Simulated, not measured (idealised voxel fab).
The following process module bears the name voxel spacer lines.
FYI the section here is cut, 155 nm wide, cells are 5 nm squares.
If you're reading a cross-section in this doc, picture square cells in a grid; it comes to you as bands, top ones listed first down to the bottom, and a band can be one or more rows of cells.
Top, bottom (nm), then materials left to right with widths (nm); lone material tagged "everywhere" fills the whole band edge to edge; "empty" = empty space.
Height is counted from the level 0, under which the received wafer is composed throughout of one material. The lowest of the bands is not closed at the bottom but continues downward, in the notation "z 0 and below".
Width: "30..40" (first number = top row, second number = bottom row, same change from row to row of cells).
Step marked "nothing altered"? Then no cell in the cross-section changed in it.
"Enclosed internal cavities": empty spaces of 8 cells or more with no open way to the top, each given as width x height at distance, distance from the left edge, all in nm.
Past the settings on a step's line: simulator remark, on that step.
"overlay nm" answers the question of how far to the right of plan the mask lay on a step that has a mask, and when it is negative the answer is to the left.

Set out below are the planned steps of the process:
step 1: RECEIVE | material Si
step 2: CONFORMAL_DEP | material Al2O3 | thk nm 10
step 3: DIRECTIONAL_DEP | material SiN | thk nm 20
step 4: DIRECTIONAL_DEP | material aC | thk nm 25
step 5: PATTERN | tone cover | mask id MANDREL | material resist | width nm 20 | pitch nm 60 | thk nm 30 | overlay nm -15
step 6: DIRECTIONAL_ETCH | etch materials aC | depth nm 25
step 7: STRIP | etch materials resist
step 8: CONFORMAL_DEP | material SiO2 | thk nm 10
step 9: DIRECTIONAL_ETCH | etch materials SiO2 | depth nm 10
step 10: STRIP | etch materials aC
step 11: DIRECTIONAL_ETCH | etch materials SiN | depth nm 20
step 12: STRIP | etch materials SiO2
Keep in mind the plan's value for the overlay nm of step 5 comes from the first wafer; the wafers don't share that setting, but they do share the same starting point.

Received wafers, first of several: cross-section after step 1:
> z 0 and below: Si everywhere
> Enclosed internal cavities: none

Cross-section of the first of several wafers, taken after step 12, where the module ends:
> z 30 to 10: empty 10 nm / SiN 10 nm / empty 20 nm / SiN 10 nm / empty 20 nm / SiN 10 nm / empty 20 nm / SiN 10 nm / empty 45 nm
> z 10 to 0: Al2O3 everywhere
> z 0 and below: Si everywhere
> Enclosed internal cavities: none

Cross-section of the final wafer among several, taken at the end of the module:
> z 30 to 10: empty 40 nm / SiN 10 nm / empty 20 nm / SiN 10 nm / empty 20 nm / SiN 10 nm / empty 20 nm / SiN 10 nm / empty 15 nm
> z 10 to 0: Al2O3 everywhere
> z 0 and below: Si everywhere
> Enclosed internal cavities: none

each wafer at the end: cells of each material gained (+) or lost (-) since it was received, then its closed voids:
overlay nm -15 | +62 Al2O3 | +32 SiN | Enclosed internal cavities: none
overlay nm -10 | +62 Al2O3 | +32 SiN | Enclosed internal cavities: none
overlay nm -5 | +62 Al2O3 | +32 SiN | Enclosed internal cavities: none
overlay nm 0 | +62 Al2O3 | +32 SiN | Enclosed internal cavities: none
overlay nm 5 | +62 Al2O3 | +32 SiN | Enclosed internal cavities: none
overlay nm 10 | +62 Al2O3 | +32 SiN | Enclosed internal cavities: none
overlay nm 15 | +62 Al2O3 | +32 SiN | Enclosed internal cavities: none
